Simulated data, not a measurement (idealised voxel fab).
Process module heading - voxel spacer lines
Pictured: cross-section cut, 225 nm wide, on a grid of 5 nm square cells.
Cross-section, as written here: a square-cell grid given band by band from the top down, where a band holds one or more rows of cells. For a band, the entry starts with two heights in nm, that of the top and then that of the bottom, and carries on with the band's materials in order from left to right, each alongside its width in nm; the word "full width" beside a single material means it fills the band edge to edge, and "blank" means empty space. Counting heights begins at 0, where everything beneath is, in the wafer as received, one material. The lowest band has no bottom; it goes on downwards, as "0 down" shows. Graded width ("30 to 40"): value in top row of band = first number; value in bottom row = second number; row-to-row change constant. Step note "no alteration" = no cross-section cell changed. If an empty space has no open way to the top and is at least 8 cells in size, "Entrapped void list" lists it, written width x height at distance, where distance is measured from the left edge and every value is in nm. On each step's line, the part that comes after the settings is the simulator's own comment on the step. "overlay nm", when on a step's line for a step with a mask, measures how far to the right of its planned place the mask lay; a negative measure means to the left.
Planned process steps:
1,RECEIVE: material Si
2,CONFORMAL_DEP: material Al2O3, thk nm 10
3,DIRECTIONAL_DEP: material W, thk nm 15
4,DIRECTIONAL_DEP: material aC, thk nm 25
5,PATTERN: tone cover, mask id MANDREL, material resist, width nm 25, pitch nm 80, thk nm 30, overlay nm 0
6,DIRECTIONAL_ETCH: etch materials aC, depth nm 25
7,STRIP: etch materials resist
8,CONFORMAL_DEP: material SiO2, thk nm 15
9,DIRECTIONAL_ETCH: etch materials SiO2, depth nm 15
10,STRIP: etch materials aC
11,DIRECTIONAL_ETCH: etch materials W, depth nm 5
12,STRIP: etch materials SiO2
Be aware that, although all wafers share a common starting state, the depth nm at step 11 differs among them, and the plan displays the first wafer's value.
As received, i.e. after step 1: cross-section through the first of several wafers:
	0 down | Si full width
	Entrapped void list: none
Cross-section after step 12, the final step of the module, for the first of several wafers:
	25 to 20 | blank 5 nm  W 15 nm  blank 25 nm  W 15 nm  blank 25 nm  W 15 nm  blank 25 nm  W 15 nm  blank 25 nm  W 15 nm  blank 25 nm  W 15 nm  blank 5 nm
	20 to 10 | W full width
	10 to 0 | Al2O3 full width
	0 down | Si full width
	Entrapped void list: none
Here's the last wafer cross-sectioned at the end of the module:
	25 to 10 | blank 5 nm  W 15 nm  blank 25 nm  W 15 nm  blank 25 nm  W 15 nm  blank 25 nm  W 15 nm  blank 25 nm  W 15 nm  blank 25 nm  W 15 nm  blank 5 nm
	10 to 0 | Al2O3 full width
	0 down | Si full width
	Entrapped void list: none
The rows of the table below are wafers. Looking at the end of the module, a row counts, for every material, the cells the wafer has gained, shown as (+), or lost, shown as (-), since it was received; its closed voids come next:
depth nm 5 | +90 Al2O3 | +108 W | Entrapped void list: none
depth nm 10 | +90 Al2O3 | +81 W | Entrapped void list: none
depth nm 15 | +90 Al2O3 | +54 W | Entrapped void list: none
depth nm 20 | +90 Al2O3 | +54 W | Entrapped void list: none
depth nm 25 | +90 Al2O3 | +54 W | Entrapped void list: none
depth nm 30 | +90 Al2O3 | +54 W | Entrapped void list: none
